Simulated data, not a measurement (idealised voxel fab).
This section sets out a process module, namely voxel self aligned vias.
It is cross-section cut that appears here, measuring 260 nm in width, its square cells being 5 nm in size.
Think of the cross-section as a grid of square cells. We describe it in bands, top to bottom, and each band covers one or more rows of those cells. Each band's line starts with the height of the band's top and of its bottom, in nm. Then come its materials from left to right, each with its width in nm. One material with "throughout" fills the band from edge to edge. "empty" is empty space. Where do heights start? At 0: under that level the wafer as delivered is made of one material only. And the lowest band has no floor; it just carries on downward, as in "from 0 down". Think of "30..40" as a width that walks from the first number to the second as you go down the band, top row to bottom row, taking equal-sized steps from row to row. Where a step carries "remained the same", the cross-section came out of it unchanged, cell for cell. This entry, "Sealed-off cavities", enumerates those empty regions of no fewer than 8 cells that possess no open connection to the top. Each region is reported in the form width x height at distance, the distance being taken from the left edge, with all three quantities expressed in nm. Heads up: the bit after the settings on a step's line is the simulator's remark on that step. If you see "overlay nm" on a step's line and that step has a mask, it's telling you how far right of where it was planned the mask ended up; a negative number means it went left instead.

THIS SECTION LISTS THE PROCESS STEPS THAT WERE PLANNED
- 1: RECEIVE,material Si
- 2: CONFORMAL_DEP,material SiO2,thk nm 10
- 3: CONFORMAL_DEP,material SiCN,thk nm 5
- 4: DIRECTIONAL_DEP,material lowk,thk nm 30
- 5: PATTERN,tone open,mask id LINES,material resist,width nm 20,pitch nm 50,thk nm 20,overlay nm 0
- 6: DIRECTIONAL_ETCH,etch materials lowk,depth nm 30
- 7: STRIP,etch materials resist
- 8: CONFORMAL_DEP,material TiN,thk nm 5
- 9: FILL_DEP,material W,thk nm 10
- 10: CMP,height nm 45
- 11: SELECTIVE_ETCH,etch materials W Ru TiN,depth nm 5
- 12: FILL_DEP,material SiN,thk nm 10
- 13: CMP,height nm 45
- 14: DIRECTIONAL_DEP,material lowk,thk nm 20
- 15: MASKED_ETCH,tone open,mask id VIAS,width nm 30,etch materials lowk,depth nm 20,overlay nm 0
- 16: MASKED_ETCH,tone open,mask id VIAS,width nm 30,etch materials SiN,depth nm 5,overlay nm 0
- 17: CONFORMAL_DEP,material TiN,thk nm 5
- 18: FILL_DEP,material Cu,thk nm 5
- 19: CMP,height nm 65
- 20: CONFORMAL_DEP,material SiCN,thk nm 5

THIS IS THE CROSS-SECTION OF THE WAFER AS WE RECEIVED IT, I.E. AFTER STEP 1
* from 0 down = Si throughout
* Sealed-off cavities: none

POST-MODULE CROSS-SECTION: IDENTICAL START AND PLAN TO THOSE ABOVE, ONE MISSTEP IN EXECUTION
* from 70 to 65 = SiCN throughout
* from 65 to 45 = 90 of lowk  5 of TiN  20 of lowk  5 of TiN  140 of lowk
* from 45 to 40 = 95 of lowk  20 of SiN  30 of lowk  20 of SiN  95 of lowk
* from 40 to 20 = 95 of lowk  5 of TiN  10 of W  5 of TiN  30 of lowk  5 of TiN  10 of W  5 of TiN  95 of lowk
* from 20 to 15 = 95 of lowk  20 of TiN  30 of lowk  20 of TiN  95 of lowk
* from 15 to 10 = SiCN throughout
* from 10 to 0 = SiO2 throughout
* from 0 down = Si throughout
* Sealed-off cavities: none
What went wrong in running the wafer? the run placed steps 14 and 15 each in the position the plan gave to the other
